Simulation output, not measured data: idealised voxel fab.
process module | voxel air gaps
cross-section cut | 265 nm wide | cells 5 nm
A cross-section is a grid of square cells, given in bands from the top down. A band is one or more rows of cells.
Each band's line starts with the height of the band's top and of its bottom, in nm. Then come its materials from left to right, each with its width in nm. One material with "throughout" fills the band from edge to edge. "air" is empty space.
Height 0 is the level under which the wafer as received is all one material. The lowest band goes on downwards, as in "0 down".
A width such as "30 to 40" changes by the same amount from each row of cells to the next, from the band's top row to its bottom row.
"no change" after a step means that no cell of the cross-section changed.
closed voids: empty space of 8 cells or more with no open way to the top, each as width x height at its distance from the left edge, in nm
after a step's settings: what the simulator itself notes on the step
overlay nm, on a step with a mask: how far to the right of its planned place the mask lay; to the left if negative
plan
1 op RECEIVE | material Si
2 op CONFORMAL_DEP | material SiO2 | thk nm 15
3 op CONFORMAL_DEP | material SiN | thk nm 5
4 op DIRECTIONAL_DEP | material SiO2 | thk nm 40
5 op DIRECTIONAL_DEP | material aC | thk nm 15
6 op PATTERN | tone open | mask id LINES | material resist | width nm 15 | pitch nm 40 | thk nm 35 | overlay nm 0
7 op DIRECTIONAL_ETCH | etch materials aC | depth nm 15
8 op STRIP | etch materials resist
9 op DIRECTIONAL_ETCH | etch materials SiO2 | depth nm 40
10 op STRIP | etch materials aC
11 op CONFORMAL_DEP | material TiN | thk nm 5
12 op FILL_DEP | material W | thk nm 10
13 op CMP | height nm 60
14 op EPI | material Ru | thk nm 10
15 op SELECTIVE_ETCH | etch materials SiO2 | depth nm 50
16 op CONFORMAL_DEP | material SiN | thk nm 5
first wafer, as planned
as received, after step 1
  0 down: Si throughout
  closed voids: none
after step 2
  15 to 0: SiO2 throughout
  below 0: unchanged
after step 3
  20 to 15: SiN throughout
  below 15: unchanged
after step 4
  60 to 20: SiO2 throughout
  below 20: unchanged
after step 5
  75 to 60: aC throughout
  below 60: unchanged
after step 6
  110 to 75: resist 85 | air 15 | resist 25 | air 15 | resist 25 | air 15 | resist 85
  below 75: unchanged
after step 7
  95 to 75: resist 85 | air 15 | resist 25 | air 15 | resist 25 | air 15 | resist 85
  75 to 60: aC 85 | air 15 | aC 25 | air 15 | aC 25 | air 15 | aC 85
  below 60: unchanged
after step 8
  75 to 60: aC 85 | air 15 | aC 25 | air 15 | aC 25 | air 15 | aC 85
  below 60: unchanged
after step 9
  75 to 60: aC 85 | air 15 | aC 25 | air 15 | aC 25 | air 15 | aC 85
  60 to 20: SiO2 85 | air 15 | SiO2 25 | air 15 | SiO2 25 | air 15 | SiO2 85
  below 20: unchanged
after step 10
  60 to 20: SiO2 85 | air 15 | SiO2 25 | air 15 | SiO2 25 | air 15 | SiO2 85
  below 20: unchanged
after step 11
  65 to 60: TiN 90 | air 5 | TiN 35 | air 5 | TiN 35 | air 5 | TiN 90
  60 to 25: SiO2 85 | TiN 5 | air 5 | TiN 5 | SiO2 25 | TiN 5 | air 5 | TiN 5 | SiO2 25 | TiN 5 | air 5 | TiN 5 | SiO2 85
  25 to 20: SiO2 85 | TiN 15 | SiO2 25 | TiN 15 | SiO2 25 | TiN 15 | SiO2 85
  below 20: unchanged
after step 12
  75 to 65: W throughout
  65 to 60: TiN 90 | W 5 | TiN 35 | W 5 | TiN 35 | W 5 | TiN 90
  60 to 25: SiO2 85 | TiN 5 | W 5 | TiN 5 | SiO2 25 | TiN 5 | W 5 | TiN 5 | SiO2 25 | TiN 5 | W 5 | TiN 5 | SiO2 85
  below 25: unchanged
after step 13
  60 to 25: SiO2 85 | TiN 5 | W 5 | TiN 5 | SiO2 25 | TiN 5 | W 5 | TiN 5 | SiO2 25 | TiN 5 | W 5 | TiN 5 | SiO2 85
  below 25: unchanged
after step 14
  70 to 60: air 75 | Ru 35 | air 5 | Ru 35 | air 5 | Ru 35 | air 75
  below 60: unchanged
after step 15
  70 to 60: air 75 | Ru 35 | air 5 | Ru 35 | air 5 | Ru 35 | air 75
  60 to 25: air 85 | TiN 5 | W 5 | TiN 5 | air 25 | TiN 5 | W 5 | TiN 5 | air 25 | TiN 5 | W 5 | TiN 5 | air 85
  25 to 20: air 85 | TiN 15 | air 25 | TiN 15 | air 25 | TiN 15 | air 85
  below 20: unchanged
after step 16
  75 to 70: air 70 | SiN 125 | air 70
  70 to 60: air 70 | SiN 5 | Ru 35 | SiN 5 | Ru 35 | SiN 5 | Ru 35 | SiN 5 | air 70
  60 to 55: air 70 | SiN 15 | TiN 5 | W 5 | TiN 5 | SiN 25 | TiN 5 | W 5 | TiN 5 | SiN 25 | TiN 5 | W 5 | TiN 5 | SiN 15 | air 70
  55 to 25: air 80 | SiN 5 | TiN 5 | W 5 | TiN 5 | SiN 5 | air 15 | SiN 5 | TiN 5 | W 5 | TiN 5 | SiN 5 | air 15 | SiN 5 | TiN 5 | W 5 | TiN 5 | SiN 5 | air 80
  25 to 20: SiN 85 | TiN 15 | SiN 25 | TiN 15 | SiN 25 | TiN 15 | SiN 85
  below 20: unchanged
  closed voids: 15 x 30 at 105; 15 x 30 at 145
second wafer: like start, like plan, one mistake. Through step 5 it matches the first wafer
when step 6 should have ended
  110 to 75: air 85 | resist 15 | air 25 | resist 15 | air 25 | resist 15 | air 85
  below 75: unchanged
when step 7 should have ended
  95 to 75: air 85 | resist 15 | air 25 | resist 15 | air 25 | resist 15 | air 85
  75 to 60: air 85 | aC 15 | air 25 | aC 15 | air 25 | aC 15 | air 85
  below 60: unchanged
when step 8 should have ended
  75 to 60: air 85 | aC 15 | air 25 | aC 15 | air 25 | aC 15 | air 85
  below 60: unchanged
when step 9 should have ended
  75 to 60: air 85 | aC 15 | air 25 | aC 15 | air 25 | aC 15 | air 85
  60 to 20: air 85 | SiO2 15 | air 25 | SiO2 15 | air 25 | SiO2 15 | air 85
  below 20: unchanged
when step 10 should have ended
  60 to 20: air 85 | SiO2 15 | air 25 | SiO2 15 | air 25 | SiO2 15 | air 85
  below 20: unchanged
when step 11 should have ended
  65 to 60: air 80 | TiN 25 | air 15 | TiN 25 | air 15 | TiN 25 | air 80
  60 to 25: air 80 | TiN 5 | SiO2 15 | TiN 5 | air 15 | TiN 5 | SiO2 15 | TiN 5 | air 15 | TiN 5 | SiO2 15 | TiN 5 | air 80
  25 to 20: TiN 85 | SiO2 15 | TiN 25 | SiO2 15 | TiN 25 | SiO2 15 | TiN 85
  below 20: unchanged
when step 12 should have ended
  75 to 65: W throughout
  65 to 60: W 80 | TiN 25 | W 15 | TiN 25 | W 15 | TiN 25 | W 80
  60 to 25: W 80 | TiN 5 | SiO2 15 | TiN 5 | W 15 | TiN 5 | SiO2 15 | TiN 5 | W 15 | TiN 5 | SiO2 15 | TiN 5 | W 80
  below 25: unchanged
when step 13 should have ended
  60 to 25: W 80 | TiN 5 | SiO2 15 | TiN 5 | W 15 | TiN 5 | SiO2 15 | TiN 5 | W 15 | TiN 5 | SiO2 15 | TiN 5 | W 80
  below 25: unchanged
when step 14 should have ended
  70 to 60: Ru throughout
  below 60: unchanged
when step 15 should have ended: no change
when step 16 should have ended
  75 to 70: SiN throughout
  below 70: unchanged
what went wrong: step 6 ran as: op PATTERN | tone cover | mask id LINES | material resist | width nm 15 | pitch nm 40 | thk nm 35 | overlay nm 0
at the end the second wafer has, in cells: 64 more of Ru | 76 fewer of SiN | 72 more of SiO2 | 35 more of TiN | 245 more of W
closed voids at the end (first wafer, second wafer): 2, 0
